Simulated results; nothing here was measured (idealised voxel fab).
Module name: voxel capacitor over wiring (process module)
Displayed cross-section: cut, width of 265 nm, square cells sized 5 nm.
Bands, listed from the top down, are how a cross-section gets written in this document; the cross-section itself is a grid of square cells, and a band is one or more rows of them.
Read a band's entry like this: the first values are the height of its top and the height of its bottom in nm, and what follows is the sequence of materials from left to right, each with its width in nm. Note that "blank" is empty space, and that a single material marked "throughout" reaches across the band from edge to edge.
Height datum 0, below which the as-received substrate wafer is one material. Lowest band open at the bottom, running downward: "0 nm and below".
It should be noted that a width expressed as "30->40" varies in equal increments from row to row of cells within the band, taking the value of the first number at the top row and that of the second number at the bottom row.
Any step labelled "all unchanged" changed none of the cells in the cross-section.
Closed-off voids of 8+ cells (no open route to the top) go in "Enclosed void entries", written width x height at distance from the left edge, in nm.
Text after the settings on a step's line: the simulator's own remark on that step.
overlay nm: mask right of planned place by this much (step with mask). Neg. = left.
The planned process steps are enumerated hereunder:
step 1: RECEIVE,material Si
step 2: CONFORMAL_DEP,material SiO2,thk nm 10
step 3: DIRECTIONAL_DEP,material TiN,thk nm 5
step 4: DIRECTIONAL_DEP,material Ru,thk nm 15
step 5: MASKED_ETCH,tone cover,mask id METAL_1,width nm 20,pitch nm 70,etch materials Ru,depth nm 15,overlay nm 0
step 6: MASKED_ETCH,tone cover,mask id METAL_1,width nm 20,pitch nm 70,etch materials TiN,depth nm 5,overlay nm 0
step 7: CONFORMAL_DEP,material SiCN,thk nm 5
step 8: FILL_DEP,material lowk,thk nm 10
step 9: CMP,height nm 30
step 10: CONFORMAL_DEP,material SiCN,thk nm 5
step 11: DIRECTIONAL_DEP,material lowk,thk nm 20
step 12: PATTERN,tone open,mask id PLUG_1,material resist,width nm 15,thk nm 15,overlay nm 0
step 13: DIRECTIONAL_ETCH,etch materials lowk,depth nm 20
step 14: DIRECTIONAL_ETCH,etch materials SiCN,depth nm 5
step 15: STRIP,etch materials resist
step 16: CONFORMAL_DEP,material TiN,thk nm 5
step 17: FILL_DEP,material Cu,thk nm 10
step 18: CMP,height nm 55
step 19: DIRECTIONAL_DEP,material TiN,thk nm 5
step 20: DIRECTIONAL_DEP,material HfO2,thk nm 5
step 21: DIRECTIONAL_DEP,material TiN,thk nm 5
step 22: PATTERN,tone cover,mask id UPPER_PLATE,material resist,width nm 55,thk nm 20,overlay nm 0
step 23: DIRECTIONAL_ETCH,etch materials TiN,depth nm 5
step 24: DIRECTIONAL_ETCH,etch materials HfO2,depth nm 5
step 25: STRIP,etch materials resist
step 26: MASKED_ETCH,tone cover,mask id LOWER_PLATE,width nm 65,etch materials TiN,depth nm 5,overlay nm 0
step 27: FILL_DEP,material SiO2,thk nm 15
step 28: CMP,height nm 80
step 29: PATTERN,tone open,mask id PLUG_2,material resist,width nm 15,thk nm 20,overlay nm 0
step 30: DIRECTIONAL_ETCH,etch materials SiO2,depth nm 10
step 31: STRIP,etch materials resist
step 32: CONFORMAL_DEP,material TiN,thk nm 5
step 33: FILL_DEP,material Cu,thk nm 10
step 34: CMP,height nm 80
step 35: CONFORMAL_DEP,material SiN,thk nm 5
Wafer, first of two, run as planned:
As-received state of the wafer in cross-section, equivalent to post-step 1:
0 nm and below = Si throughout
Enclosed void entries: none
Wafer section view after processing step 2:
10 nm to 0 nm = SiO2 throughout
Rest of section, below 0: as before.
Wafer section view after processing step 3:
15 nm to 10 nm = TiN throughout
Rest of section, below 10: as before.
Wafer section view after processing step 4:
30 nm to 15 nm = Ru throughout
Rest of section, below 15: as before.
Wafer section view after processing step 5:
30 nm to 15 nm = blank: 85  Ru: 20  blank: 50  Ru: 20  blank: 90
Rest of section, below 15: as before.
Wafer section view after processing step 6:
30 nm to 15 nm = blank: 85  Ru: 20  blank: 50  Ru: 20  blank: 90
15 nm to 10 nm = blank: 85  TiN: 20  blank: 50  TiN: 20  blank: 90
Rest of section, below 10: as before.
Wafer section view after processing step 7:
35 nm to 30 nm = blank: 80  SiCN: 30  blank: 40  SiCN: 30  blank: 85
30 nm to 15 nm = blank: 80  SiCN: 5  Ru: 20  SiCN: 5  blank: 40  SiCN: 5  Ru: 20  SiCN: 5  blank: 85
15 nm to 10 nm = SiCN: 85  TiN: 20  SiCN: 50  TiN: 20  SiCN: 90
Rest of section, below 10: as before.
Wafer section view after processing step 8:
45 nm to 35 nm = lowk throughout
35 nm to 30 nm = lowk: 80  SiCN: 30  lowk: 40  SiCN: 30  lowk: 85
30 nm to 15 nm = lowk: 80  SiCN: 5  Ru: 20  SiCN: 5  lowk: 40  SiCN: 5  Ru: 20  SiCN: 5  lowk: 85
Rest of section, below 15: as before.
Wafer section view after processing step 9:
30 nm to 15 nm = lowk: 80  SiCN: 5  Ru: 20  SiCN: 5  lowk: 40  SiCN: 5  Ru: 20  SiCN: 5  lowk: 85
Rest of section, below 15: as before.
Wafer section view after processing step 10:
35 nm to 30 nm = SiCN throughout
Rest of section, below 30: as before.
Wafer section view after processing step 11:
55 nm to 35 nm = lowk throughout
Rest of section, below 35: as before.
Wafer section view after processing step 12:
70 nm to 55 nm = resist: 90  blank: 15  resist: 160
Rest of section, below 55: as before.
Wafer section view after processing step 13:
70 nm to 55 nm = resist: 90  blank: 15  resist: 160
55 nm to 35 nm = lowk: 90  blank: 15  lowk: 160
Rest of section, below 35: as before.
Wafer section view after processing step 14:
70 nm to 55 nm = resist: 90  blank: 15  resist: 160
55 nm to 35 nm = lowk: 90  blank: 15  lowk: 160
35 nm to 30 nm = SiCN: 90  blank: 15  SiCN: 160
Rest of section, below 30: as before.
Wafer section view after processing step 15:
55 nm to 35 nm = lowk: 90  blank: 15  lowk: 160
Rest of section, below 35: as before.
Wafer section view after processing step 16:
60 nm to 55 nm = TiN: 95  blank: 5  TiN: 165
55 nm to 35 nm = lowk: 90  TiN: 5  blank: 5  TiN: 5  lowk: 160
35 nm to 30 nm = SiCN: 90  TiN: 15  SiCN: 160
Rest of section, below 30: as before.
Wafer section view after processing step 17:
70 nm to 60 nm = Cu throughout
60 nm to 55 nm = TiN: 95  Cu: 5  TiN: 165
55 nm to 35 nm = lowk: 90  TiN: 5  Cu: 5  TiN: 5  lowk: 160
Rest of section, below 35: as before.
Wafer section view after processing step 18:
55 nm to 35 nm = lowk: 90  TiN: 5  Cu: 5  TiN: 5  lowk: 160
Rest of section, below 35: as before.
Wafer section view after processing step 19:
60 nm to 55 nm = TiN throughout
Rest of section, below 55: as before.
Wafer section view after processing step 20:
65 nm to 60 nm = HfO2 throughout
Rest of section, below 60: as before.
Wafer section view after processing step 21:
70 nm to 65 nm = TiN throughout
Rest of section, below 65: as before.
Wafer section view after processing step 22:
90 nm to 70 nm = blank: 90  resist: 55  blank: 120
Rest of section, below 70: as before.
Wafer section view after processing step 23:
90 nm to 70 nm = blank: 90  resist: 55  blank: 120
70 nm to 65 nm = blank: 90  TiN: 55  blank: 120
Rest of section, below 65: as before.
Wafer section view after processing step 24:
90 nm to 70 nm = blank: 90  resist: 55  blank: 120
70 nm to 65 nm = blank: 90  TiN: 55  blank: 120
65 nm to 60 nm = blank: 90  HfO2: 55  blank: 120
Rest of section, below 60: as before.
Wafer section view after processing step 25:
70 nm to 65 nm = blank: 90  TiN: 55  blank: 120
Rest of section, below 65: as before.
Wafer section view after processing step 26:
70 nm to 65 nm = blank: 90  TiN: 55  blank: 120
65 nm to 60 nm = blank: 90  HfO2: 55  blank: 120
60 nm to 55 nm = blank: 85  TiN: 65  blank: 115
Rest of section, below 55: as before.
Wafer section view after processing step 27:
85 nm to 70 nm = SiO2 throughout
70 nm to 65 nm = SiO2: 90  TiN: 55  SiO2: 120
65 nm to 60 nm = SiO2: 90  HfO2: 55  SiO2: 120
60 nm to 55 nm = SiO2: 85  TiN: 65  SiO2: 115
Rest of section, below 55: as before.
Wafer section view after processing step 28:
80 nm to 70 nm = SiO2 throughout
Rest of section, below 70: as before.
Wafer section view after processing step 29:
100 nm to 80 nm = resist: 100  blank: 15  resist: 150
Rest of section, below 80: as before.
Wafer section view after processing step 30:
100 nm to 80 nm = resist: 100  blank: 15  resist: 150
80 nm to 70 nm = SiO2: 100  blank: 15  SiO2: 150
Rest of section, below 70: as before.
Wafer section view after processing step 31:
80 nm to 70 nm = SiO2: 100  blank: 15  SiO2: 150
Rest of section, below 70: as before.
Wafer section view after processing step 32:
85 nm to 80 nm = TiN: 105  blank: 5  TiN: 155
80 nm to 75 nm = SiO2: 100  TiN: 5  blank: 5  TiN: 5  SiO2: 150
75 nm to 65 nm = SiO2: 100->90  TiN: 15->55  SiO2: 150->120
Rest of section, below 65: as before.
Wafer section view after processing step 33:
95 nm to 85 nm = Cu throughout
85 nm to 80 nm = TiN: 105  Cu: 5  TiN: 155
80 nm to 75 nm = SiO2: 100  TiN: 5  Cu: 5  TiN: 5  SiO2: 150
Rest of section, below 75: as before.
Wafer section view after processing step 34:
80 nm to 75 nm = SiO2: 100  TiN: 5  Cu: 5  TiN: 5  SiO2: 150
Rest of section, below 75: as before.
Wafer section view after processing step 35:
85 nm to 80 nm = SiN throughout
Rest of section, below 80: as before.
Regarding the second of the two wafers: it shared the first wafer's starting condition and process plan, yet one error occurred during its execution. Its history coincides with that of the first wafer up to and including step 11:
Planned end of step 12: second wafer, cross-section:
70 nm to 55 nm = blank: 90  resist: 15  blank: 160
Rest of section, below 55: as before.
Planned end of step 13: second wafer, cross-section:
70 nm to 55 nm = blank: 90  resist: 15  blank: 160
55 nm to 35 nm = blank: 90  lowk: 15  blank: 160
Rest of section, below 35: as before.
Planned end of step 14: second wafer, cross-section:
70 nm to 55 nm = blank: 90  resist: 15  blank: 160
55 nm to 35 nm = blank: 90  lowk: 15  blank: 160
35 nm to 30 nm = blank: 90  SiCN: 15  blank: 160
Rest of section, below 30: as before.
Planned end of step 15: second wafer, cross-section:
55 nm to 35 nm = blank: 90  lowk: 15  blank: 160
Rest of section, below 35: as before.
Planned end of step 16: second wafer, cross-section:
60 nm to 55 nm = blank: 85  TiN: 25  blank: 155
55 nm to 35 nm = blank: 85  TiN: 5  lowk: 15  TiN: 5  blank: 155
35 nm to 30 nm = TiN: 90  SiCN: 15  TiN: 160
Rest of section, below 30: as before.
Planned end of step 17: second wafer, cross-section:
70 nm to 60 nm = Cu throughout
60 nm to 55 nm = Cu: 85  TiN: 25  Cu: 155
55 nm to 35 nm = Cu: 85  TiN: 5  lowk: 15  TiN: 5  Cu: 155
Rest of section, below 35: as before.
Planned end of step 18: second wafer, cross-section:
55 nm to 35 nm = Cu: 85  TiN: 5  lowk: 15  TiN: 5  Cu: 155
Rest of section, below 35: as before.
Planned end of step 19: second wafer, cross-section:
60 nm to 55 nm = TiN throughout
Rest of section, below 55: as before.
Planned end of step 20: second wafer, cross-section:
65 nm to 60 nm = HfO2 throughout
Rest of section, below 60: as before.
Planned end of step 21: second wafer, cross-section:
70 nm to 65 nm = TiN throughout
Rest of section, below 65: as before.
Planned end of step 22: second wafer, cross-section:
90 nm to 70 nm = blank: 90  resist: 55  blank: 120
Rest of section, below 70: as before.
Planned end of step 23: second wafer, cross-section:
90 nm to 70 nm = blank: 90  resist: 55  blank: 120
70 nm to 65 nm = blank: 90  TiN: 55  blank: 120
Rest of section, below 65: as before.
Planned end of step 24: second wafer, cross-section:
90 nm to 70 nm = blank: 90  resist: 55  blank: 120
70 nm to 65 nm = blank: 90  TiN: 55  blank: 120
65 nm to 60 nm = blank: 90  HfO2: 55  blank: 120
Rest of section, below 60: as before.
Planned end of step 25: second wafer, cross-section:
70 nm to 65 nm = blank: 90  TiN: 55  blank: 120
Rest of section, below 65: as before.
Planned end of step 26: second wafer, cross-section:
70 nm to 65 nm = blank: 90  TiN: 55  blank: 120
65 nm to 60 nm = blank: 90  HfO2: 55  blank: 120
60 nm to 55 nm = blank: 85  TiN: 65  blank: 115
Rest of section, below 55: as before.
Planned end of step 27: second wafer, cross-section:
85 nm to 70 nm = SiO2 throughout
70 nm to 65 nm = SiO2: 90  TiN: 55  SiO2: 120
65 nm to 60 nm = SiO2: 90  HfO2: 55  SiO2: 120
60 nm to 55 nm = SiO2: 85  TiN: 65  SiO2: 115
Rest of section, below 55: as before.
Planned end of step 28: second wafer, cross-section:
80 nm to 70 nm = SiO2 throughout
Rest of section, below 70: as before.
Planned end of step 29: second wafer, cross-section:
100 nm to 80 nm = resist: 100  blank: 15  resist: 150
Rest of section, below 80: as before.
Planned end of step 30: second wafer, cross-section:
100 nm to 80 nm = resist: 100  blank: 15  resist: 150
80 nm to 70 nm = SiO2: 100  blank: 15  SiO2: 150
Rest of section, below 70: as before.
Planned end of step 31: second wafer, cross-section:
80 nm to 70 nm = SiO2: 100  blank: 15  SiO2: 150
Rest of section, below 70: as before.
Planned end of step 32: second wafer, cross-section:
85 nm to 80 nm = TiN: 105  blank: 5  TiN: 155
80 nm to 75 nm = SiO2: 100  TiN: 5  blank: 5  TiN: 5  SiO2: 150
75 nm to 65 nm = SiO2: 100->90  TiN: 15->55  SiO2: 150->120
Rest of section, below 65: as before.
Planned end of step 33: second wafer, cross-section:
95 nm to 85 nm = Cu throughout
85 nm to 80 nm = TiN: 105  Cu: 5  TiN: 155
80 nm to 75 nm = SiO2: 100  TiN: 5  Cu: 5  TiN: 5  SiO2: 150
Rest of section, below 75: as before.
Planned end of step 34: second wafer, cross-section:
80 nm to 75 nm = SiO2: 100  TiN: 5  Cu: 5  TiN: 5  SiO2: 150
Rest of section, below 75: as before.
Planned end of step 35: second wafer, cross-section:
85 nm to 80 nm = SiN throughout
Rest of section, below 80: as before.
Run error: planned and actual differ for step 12; actual: PATTERN,tone cover,mask id PLUG_1,material resist,width nm 15,thk nm 15,overlay nm 0
Counted in cells at the end, the second wafer holds more or fewer of these materials than the first: +188 Cu; -47 SiCN; +47 TiN; -188 lowk
